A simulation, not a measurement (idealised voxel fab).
Process module in this document: voxel ribs on slabs
Section shown: cut. Width: 285 nm. Cell size: 5 nm, square.
Square cells in a grid make up a cross-section in this document, and the grid is given as bands, listed from the top down, each one or more rows of cells. First you get the band's top height and its bottom height, in nm, and then the materials it's made of, left to right, with each width in nm. If you see a single material with "full width", that one covers the band edge to edge. "blank" is empty space. Below 0: as-received wafer, all one material; heights counted from there. Lowest band: no bottom, goes on down, written "0 nm and below". Quick explanation for "30..40": the width changes in equal steps down the rows of cells, from the first number in the band's top row to the second number in its bottom row. "no alterations made" -> step changed no cross-section cell. Closed void listing: empty space of 8 cells or more with no open way to the top, each as width x height at its distance from the left edge, in nm. Step line, after settings: the simulator's comment on this step. The "overlay nm" setting may appear on a step's line; for a step that uses a mask, it gives how far to the right of its planned position the mask lay, and a negative value indicates the left.

### Planned process steps
step 1: RECEIVE,material Si
step 2: DIRECTIONAL_DEP,material SiO2,thk nm 20
step 3: DIRECTIONAL_DEP,material polySi,thk nm 25
step 4: PATTERN,tone cover,mask id RIB,material resist,width nm 30,thk nm 15,overlay nm 0
step 5: DIRECTIONAL_ETCH,etch materials polySi,depth nm 10
step 6: STRIP,etch materials resist
step 7: DIRECTIONAL_DEP,material aC,thk nm 10
step 8: PATTERN,tone cover,mask id SLAB,material resist,width nm 90,thk nm 30,overlay nm 0
step 9: DIRECTIONAL_ETCH,etch materials aC,depth nm 10
step 10: STRIP,etch materials resist
step 11: DIRECTIONAL_ETCH,etch materials polySi,depth nm 15
step 12: STRIP,etch materials aC
step 13: FILL_DEP,material SiO2,thk nm 20
step 14: CMP,height nm 60
step 15: DIRECTIONAL_DEP,material W,thk nm 5
step 16: MASKED_ETCH,tone cover,mask id HEATER,width nm 40,etch materials W,depth nm 5,overlay nm 0
step 17: CONFORMAL_DEP,material SiO2,thk nm 10

### Here's what the wafer looked like in cross-section when it arrived - that's after step 1
	0 nm and below  Si full width
	Closed void listing: none

### The first of two wafers, cross-sectioned at the end of the module, with the run proceeding as planned
	75 nm to 70 nm  blank: 110 | SiO2: 60 | blank: 115
	70 nm to 65 nm  SiO2 full width
	65 nm to 60 nm  SiO2: 120 | W: 40 | SiO2: 125
	60 nm to 45 nm  SiO2 full width
	45 nm to 35 nm  SiO2: 125 | polySi: 30 | SiO2: 130
	35 nm to 20 nm  SiO2: 95 | polySi: 90 | SiO2: 100
	20 nm to 0 nm  SiO2 full width
	0 nm and below  Si full width
	Closed void listing: none

### Cross-sectional view: second of two wafers, end of module; start and plan identical to the first, one mistake in running
	75 nm to 70 nm  blank: 110 | SiO2: 65 | blank: 110
	70 nm to 65 nm  SiO2 full width
	65 nm to 60 nm  SiO2: 120 | W: 45 | SiO2: 120
	60 nm to 45 nm  SiO2 full width
	45 nm to 35 nm  SiO2: 125 | polySi: 30 | SiO2: 130
	35 nm to 20 nm  SiO2: 95 | polySi: 90 | SiO2: 100
	20 nm to 0 nm  SiO2 full width
	0 nm and below  Si full width
	Closed void listing: none
Deviation from plan: step 16 was run on a setting that differed from the plan, and what really ran there is MASKED_ETCH,tone cover,mask id HEATER,width nm 45,etch materials W,depth nm 5,overlay nm 0
Upon completion, the second wafer contains, in terms of cells, a greater or smaller amount of certain materials than the first wafer: +1 W
